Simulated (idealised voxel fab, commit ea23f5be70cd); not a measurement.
This is a process module. Its name is voxel capacitor over wiring.
150 nm wide, 5 nm square cells: that's cross-section cut.
A cross-section is a grid of square cells, given in bands from the top down. A band is one or more rows of cells.
Band: top and bottom heights (nm) first, top before bottom; then materials from left to right, widths in nm. "full width" marks a sole material filling the band edge to edge. "empty" denotes empty space.
Height reference: 0 = level under which incoming wafer is all one material. Lowest band: no bottom, runs on downward, e.g. "z 0 and below".
Note: "30->40" means the width goes from the first number (top row of the band) to the second number (bottom row) in equal steps per row of cells.
Reading "all unchanged" for a step: not a cell of the cross-section changed in it.
Basically, "Closed void inventory" tells you about the enclosed voids: empty spaces with no open way to the top, 8 cells or bigger, each written width x height at distance, where distance is from the left edge, all in nm.
It should be noted that, on the line of a given step, the content following the step's settings is a remark produced by the simulator itself with respect to that step.
"overlay nm" answers the question of how far to the right of plan the mask lay on a step that has a mask, and when it is negative the answer is to the left.

Process steps - plan:
- 1: RECEIVE: material Si
- 2: CONFORMAL_DEP: material SiO2, thk nm 15
- 3: DIRECTIONAL_DEP: material TiN, thk nm 5
- 4: DIRECTIONAL_DEP: material Ru, thk nm 15
- 5: MASKED_ETCH: tone cover, mask id METAL_1, width nm 20, pitch nm 75, etch materials Ru, depth nm 15, overlay nm 0
- 6: MASKED_ETCH: tone cover, mask id METAL_1, width nm 20, pitch nm 75, etch materials TiN, depth nm 5, overlay nm 0
- 7: FILL_DEP: material lowk, thk nm 5
- 8: CMP: height nm 35
- 9: CONFORMAL_DEP: material SiCN, thk nm 5
- 10: DIRECTIONAL_DEP: material SiO2, thk nm 10
- 11: DIRECTIONAL_DEP: material aC, thk nm 10
- 12: PATTERN: tone open, mask id PLUG_1, material resist, width nm 15, thk nm 30, overlay nm 0
- 13: DIRECTIONAL_ETCH: etch materials aC, depth nm 10
- 14: STRIP: etch materials resist
- 15: DIRECTIONAL_ETCH: etch materials SiO2, depth nm 10
- 16: DIRECTIONAL_ETCH: etch materials SiCN, depth nm 5
- 17: STRIP: etch materials aC
- 18: EPI: material Ru, thk nm 10
- 19: EPI: material Ru, thk nm 5
- 20: DIRECTIONAL_DEP: material TiN, thk nm 10
- 21: DIRECTIONAL_DEP: material Al2O3, thk nm 5
- 22: DIRECTIONAL_DEP: material TiN, thk nm 5
- 23: DIRECTIONAL_DEP: material aC, thk nm 10
- 24: PATTERN: tone cover, mask id UPPER_PLATE, material resist, width nm 60, thk nm 25, overlay nm 0
- 25: DIRECTIONAL_ETCH: etch materials aC, depth nm 10
- 26: STRIP: etch materials resist
- 27: DIRECTIONAL_ETCH: etch materials TiN, depth nm 5
- 28: DIRECTIONAL_ETCH: etch materials Al2O3, depth nm 5
- 29: STRIP: etch materials aC
- 30: DIRECTIONAL_DEP: material aC, thk nm 15
- 31: PATTERN: tone cover, mask id LOWER_PLATE, material resist, width nm 70, thk nm 30, overlay nm 0
- 32: DIRECTIONAL_ETCH: etch materials aC, depth nm 15
- 33: STRIP: etch materials resist
- 34: DIRECTIONAL_ETCH: etch materials TiN, depth nm 10
- 35: STRIP: etch materials aC
- 36: FILL_DEP: material SiO2, thk nm 20
- 37: CMP: height nm 85
- 38: MASKED_ETCH: tone open, mask id PLUG_2, width nm 15, etch materials SiO2, depth nm 15, overlay nm 0
- 39: CONFORMAL_DEP: material TiN, thk nm 5
- 40: FILL_DEP: material W, thk nm 10
- 41: CMP: height nm 85
- 42: CONFORMAL_DEP: material SiN, thk nm 5

So this is the incoming wafer in cross-section - it's already been through step 1:
> z 0 and below  Si full width
> Closed void inventory: none

As-planned run: cross-section of the first of two wafers at end of module:
> z 90 to 85  SiN full width
> z 85 to 75  40 of SiO2  5 of TiN  5 of W  5 of TiN  95 of SiO2
> z 75 to 65  40->30 of SiO2  15->60 of TiN  95->60 of SiO2
> z 65 to 60  30 of SiO2  60 of Al2O3  60 of SiO2
> z 60 to 50  25 of SiO2  70 of TiN  55 of SiO2
> z 50 to 40  30 of SiO2  15 of Ru  105 of SiO2
> z 40 to 35  30 of SiCN  15 of Ru  105 of SiCN
> z 35 to 20  25 of lowk  20 of Ru  55 of lowk  20 of Ru  30 of lowk
> z 20 to 15  25 of lowk  20 of TiN  55 of lowk  20 of TiN  30 of lowk
> z 15 to 0  SiO2 full width
> z 0 and below  Si full width
> Closed void inventory: none

The second wafer, shown in cross-section after the module: started the same way as the first and given the same plan, yet one mistake crept into how it was run:
> z 90 to 85  SiN full width
> z 85 to 75  40 of SiO2  5 of TiN  5 of W  5 of TiN  95 of SiO2
> z 75 to 70  40 of SiO2  15 of TiN  95 of SiO2
> z 70 to 65  30 of SiO2  15 of TiN  40 of SiO2  5 of TiN  60 of SiO2
> z 65 to 60  30 of SiO2  15 of Al2O3  40 of SiO2  5 of Al2O3  60 of SiO2
> z 60 to 55  25 of SiO2  20 of TiN  40 of SiO2  10 of TiN  55 of SiO2
> z 55 to 50  25 of SiO2  70 of TiN  55 of SiO2
> z 50 to 45  10 of SiO2  20 of Ru  15 of SiO2  40 of Al2O3  50 of Ru  15 of SiO2
> z 45 to 40  10 of SiO2  20 of Ru  15 of SiO2  40 of TiN  50 of Ru  15 of SiO2
> z 40 to 35  10 of SiO2  20 of Ru  15 of SiCN  40 of TiN  50 of Ru  15 of SiO2
> z 35 to 20  25 of lowk  20 of Ru  55 of lowk  20 of Ru  30 of lowk
> z 20 to 15  25 of lowk  20 of TiN  55 of lowk  20 of TiN  30 of lowk
> z 15 to 0  SiO2 full width
> z 0 and below  Si full width
> Closed void inventory: none
Deviation noted in wafer processing: in deviation from the planned setting, step 12 was conducted as PATTERN: tone cover, mask id PLUG_1, material resist, width nm 15, thk nm 30, overlay nm 0
Final comparison by cell count, materials where the second wafer has more or fewer than the first: 33 more of Ru | 24 fewer of SiCN | 9 fewer of SiO2
